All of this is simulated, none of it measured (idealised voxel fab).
The following is a process module called voxel wiring stack.
Cross-section cut: width 260 nm, square cells of 5 nm.
The cross-sections in this document take the form of a grid made of square cells. They are written out as bands, in order from top to bottom. Each band consists of one or more rows of cells.
In this notation a band is specified by the heights of its top and bottom, in that order and in nm, after which its materials appear from left to right, each paired with its width in nm. The word "everywhere" attached to a single material means that material fills the band from edge to edge; the word "blank" stands for empty space.
Heights are reckoned from 0. Under this level, the received wafer is all of one material. The bottommost band is open-ended downward, for example "z 0 and below".
A width such as "30->40" changes by the same amount from each row of cells to the next, from the band's top row to its bottom row.
Key: "everything unchanged" - step with no changed cell in the cross-section.
"Closed void entries" contains a list of empty spaces, each no smaller than 8 cells and without an open way to the top, written in the form width x height at distance with the distance from the left edge and all three in nm.
Past the settings on a step's line: simulator remark, on that step.
Each step line may optionally specify "overlay nm", which for a step with a mask gives the rightward distance between the mask's planned place and where it lay, a negative value indicating the leftward direction.
**Process steps (planned)**
1 RECEIVE | material Si
2 CONFORMAL_DEP | material SiO2 | thk nm 10
3 CONFORMAL_DEP | material SiN | thk nm 5
4 DIRECTIONAL_DEP | material lowk | thk nm 20
5 PATTERN | tone open | mask id METAL_1 | material resist | width nm 20 | pitch nm 40 | thk nm 15 | overlay nm 0
6 DIRECTIONAL_ETCH | etch materials lowk | depth nm 20
7 DIRECTIONAL_ETCH | etch materials SiN | depth nm 5
8 STRIP | etch materials resist
9 CONFORMAL_DEP | material TiN | thk nm 5
10 FILL_DEP | material Cu | thk nm 10
11 CMP | height nm 35
12 EPI | material Ru | thk nm 5
13 FILL_DEP | material SiCN | thk nm 5
14 DIRECTIONAL_DEP | material SiO2 | thk nm 15
15 MASKED_ETCH | tone open | mask id PLUG_1 | width nm 15 | pitch nm 40 | etch materials SiO2 | depth nm 15 | overlay nm 0
16 MASKED_ETCH | tone open | mask id PLUG_1 | width nm 15 | pitch nm 40 | etch materials SiCN | depth nm 5 | overlay nm 0
17 EPI | material Ru | thk nm 10
18 EPI | material Ru | thk nm 10
19 CONFORMAL_DEP | material SiN | thk nm 5
20 DIRECTIONAL_DEP | material SiO2 | thk nm 25
21 PATTERN | tone open | mask id METAL_2 | material resist | width nm 20 | pitch nm 40 | thk nm 15 | overlay nm 0
22 DIRECTIONAL_ETCH | etch materials SiO2 | depth nm 25
23 DIRECTIONAL_ETCH | etch materials SiN | depth nm 5
24 STRIP | etch materials resist
25 CONFORMAL_DEP | material TiN | thk nm 5
26 FILL_DEP | material W | thk nm 5
27 CMP | height nm 90
28 EPI | material Ru | thk nm 5
29 FILL_DEP | material SiCN | thk nm 5
30 DIRECTIONAL_DEP | material lowk | thk nm 35
31 MASKED_ETCH | tone open | mask id METAL_3 | width nm 20 | pitch nm 40 | etch materials lowk | depth nm 20 | overlay nm 0
32 DIRECTIONAL_DEP | material aC | thk nm 15
33 PATTERN | tone open | mask id METAL_3_HOLES | material resist | width nm 15 | pitch nm 80 | thk nm 35 | overlay nm 0
34 DIRECTIONAL_ETCH | etch materials aC | depth nm 15
35 STRIP | etch materials resist
36 DIRECTIONAL_ETCH | etch materials lowk | depth nm 15
37 DIRECTIONAL_ETCH | etch materials SiCN | depth nm 5
38 STRIP | etch materials aC
39 CONFORMAL_DEP | material TiN | thk nm 5
40 FILL_DEP | material Ru | thk nm 10
41 CMP | height nm 135
42 CONFORMAL_DEP | material SiCN | thk nm 5
**As-received wafer cross-section (after step 1)**
  z 0 and below: Si everywhere
  Closed void entries: none
**first wafer at the end, as planned**
  z 140 to 135: SiCN everywhere
  z 135 to 120: 60 nm lowk / 5 nm TiN / 10 nm Ru / 5 nm TiN / 20 nm lowk / 5 nm TiN / 10 nm Ru / 5 nm TiN / 20 nm lowk / 5 nm TiN / 10 nm Ru / 5 nm TiN / 20 nm lowk / 5 nm TiN / 10 nm Ru / 5 nm TiN / 60 nm lowk
  z 120 to 115: 60 nm lowk / 5 nm TiN / 5 nm Ru / 10 nm TiN / 20 nm lowk / 20 nm TiN / 20 nm lowk / 5 nm TiN / 5 nm Ru / 10 nm TiN / 20 nm lowk / 20 nm TiN / 60 nm lowk
  z 115 to 100: 60 nm lowk / 5 nm TiN / 5 nm Ru / 5 nm TiN / 65 nm lowk / 5 nm TiN / 5 nm Ru / 5 nm TiN / 105 nm lowk
  z 100 to 95: 60 nm SiCN / 15 nm TiN / 65 nm SiCN / 15 nm TiN / 105 nm SiCN
  z 95 to 90: 55 nm SiCN / 30 nm Ru / 10 nm SiCN / 30 nm Ru / 10 nm SiCN / 30 nm Ru / 10 nm SiCN / 30 nm Ru / 55 nm SiCN
  z 90 to 65: 60 nm SiO2 / 5 nm TiN / 10 nm W / 5 nm TiN / 20 nm SiO2 / 5 nm TiN / 10 nm W / 5 nm TiN / 20 nm SiO2 / 5 nm TiN / 10 nm W / 5 nm TiN / 20 nm SiO2 / 5 nm TiN / 10 nm W / 5 nm TiN / 60 nm SiO2
  z 65 to 60: 60 nm SiN / 20 nm TiN / 20 nm SiN / 20 nm TiN / 20 nm SiN / 20 nm TiN / 20 nm SiN / 20 nm TiN / 60 nm SiN
  z 60 to 45: 60 nm SiO2 / 15 nm Ru / 25 nm SiO2 / 15 nm Ru / 25 nm SiO2 / 15 nm Ru / 25 nm SiO2 / 15 nm Ru / 65 nm SiO2
  z 45 to 35: 60->55 nm SiCN / 15->30 nm Ru / 25->10 nm SiCN / 15->30 nm Ru / 25->10 nm SiCN / 15->30 nm Ru / 25->10 nm SiCN / 15->30 nm Ru / 65->55 nm SiCN
  z 35 to 15: 60 nm lowk / 5 nm TiN / 10 nm Cu / 5 nm TiN / 20 nm lowk / 5 nm TiN / 10 nm Cu / 5 nm TiN / 20 nm lowk / 5 nm TiN / 10 nm Cu / 5 nm TiN / 20 nm lowk / 5 nm TiN / 10 nm Cu / 5 nm TiN / 60 nm lowk
  z 15 to 10: 60 nm SiN / 20 nm TiN / 20 nm SiN / 20 nm TiN / 20 nm SiN / 20 nm TiN / 20 nm SiN / 20 nm TiN / 60 nm SiN
  z 10 to 0: SiO2 everywhere
  z 0 and below: Si everywhere
  Closed void entries: none
**Same start, same plan as the first wafer - but one mistake in the run. Cross-section of the second of the two at the end of the module**
  z 140 to 135: SiCN everywhere
  z 135 to 125: 55 nm lowk / 5 nm TiN / 15 nm Ru / 5 nm TiN / 20 nm lowk / 5 nm TiN / 10 nm Ru / 5 nm TiN / 15 nm lowk / 5 nm TiN / 15 nm Ru / 5 nm TiN / 20 nm lowk / 5 nm TiN / 10 nm Ru / 5 nm TiN / 60 nm lowk
  z 125 to 120: 55 nm lowk / 10 nm TiN / 10 nm Ru / 5 nm TiN / 20 nm lowk / 5 nm TiN / 10 nm Ru / 5 nm TiN / 15 nm lowk / 10 nm TiN / 10 nm Ru / 5 nm TiN / 20 nm lowk / 5 nm TiN / 10 nm Ru / 5 nm TiN / 60 nm lowk
  z 120 to 115: 60 nm lowk / 20 nm TiN / 20 nm lowk / 20 nm TiN / 20 nm lowk / 20 nm TiN / 20 nm lowk / 20 nm TiN / 60 nm lowk
  z 115 to 100: 60 nm lowk / 10 nm TiN / 70 nm lowk / 10 nm TiN / 110 nm lowk
  z 100 to 95: 60 nm SiCN / 10 nm TiN / 70 nm SiCN / 10 nm TiN / 110 nm SiCN
  z 95 to 90: 55 nm SiCN / 30 nm Ru / 10 nm SiCN / 30 nm Ru / 10 nm SiCN / 30 nm Ru / 10 nm SiCN / 30 nm Ru / 55 nm SiCN
  z 90 to 65: 60 nm SiO2 / 5 nm TiN / 10 nm W / 5 nm TiN / 20 nm SiO2 / 5 nm TiN / 10 nm W / 5 nm TiN / 20 nm SiO2 / 5 nm TiN / 10 nm W / 5 nm TiN / 20 nm SiO2 / 5 nm TiN / 10 nm W / 5 nm TiN / 60 nm SiO2
  z 65 to 60: 60 nm SiN / 20 nm TiN / 20 nm SiN / 20 nm TiN / 20 nm SiN / 20 nm TiN / 20 nm SiN / 20 nm TiN / 60 nm SiN
  z 60 to 45: 60 nm SiO2 / 15 nm Ru / 25 nm SiO2 / 15 nm Ru / 25 nm SiO2 / 15 nm Ru / 25 nm SiO2 / 15 nm Ru / 65 nm SiO2
  z 45 to 35: 60->55 nm SiCN / 15->30 nm Ru / 25->10 nm SiCN / 15->30 nm Ru / 25->10 nm SiCN / 15->30 nm Ru / 25->10 nm SiCN / 15->30 nm Ru / 65->55 nm SiCN
  z 35 to 15: 60 nm lowk / 5 nm TiN / 10 nm Cu / 5 nm TiN / 20 nm lowk / 5 nm TiN / 10 nm Cu / 5 nm TiN / 20 nm lowk / 5 nm TiN / 10 nm Cu / 5 nm TiN / 20 nm lowk / 5 nm TiN / 10 nm Cu / 5 nm TiN / 60 nm lowk
  z 15 to 10: 60 nm SiN / 20 nm TiN / 20 nm SiN / 20 nm TiN / 20 nm SiN / 20 nm TiN / 20 nm SiN / 20 nm TiN / 60 nm SiN
  z 10 to 0: SiO2 everywhere
  z 0 and below: Si everywhere
  Closed void entries: none
Misprocessing identified: step 33 ran with different settings than intended, the actual operation and settings being PATTERN | tone open | mask id METAL_3_HOLES | material resist | width nm 15 | pitch nm 80 | thk nm 35 | overlay nm -5
At the finish, the second wafer shows more or fewer cells for some materials than the first does: Ru: 4 fewer; SiCN: 2 more; TiN: 2 more
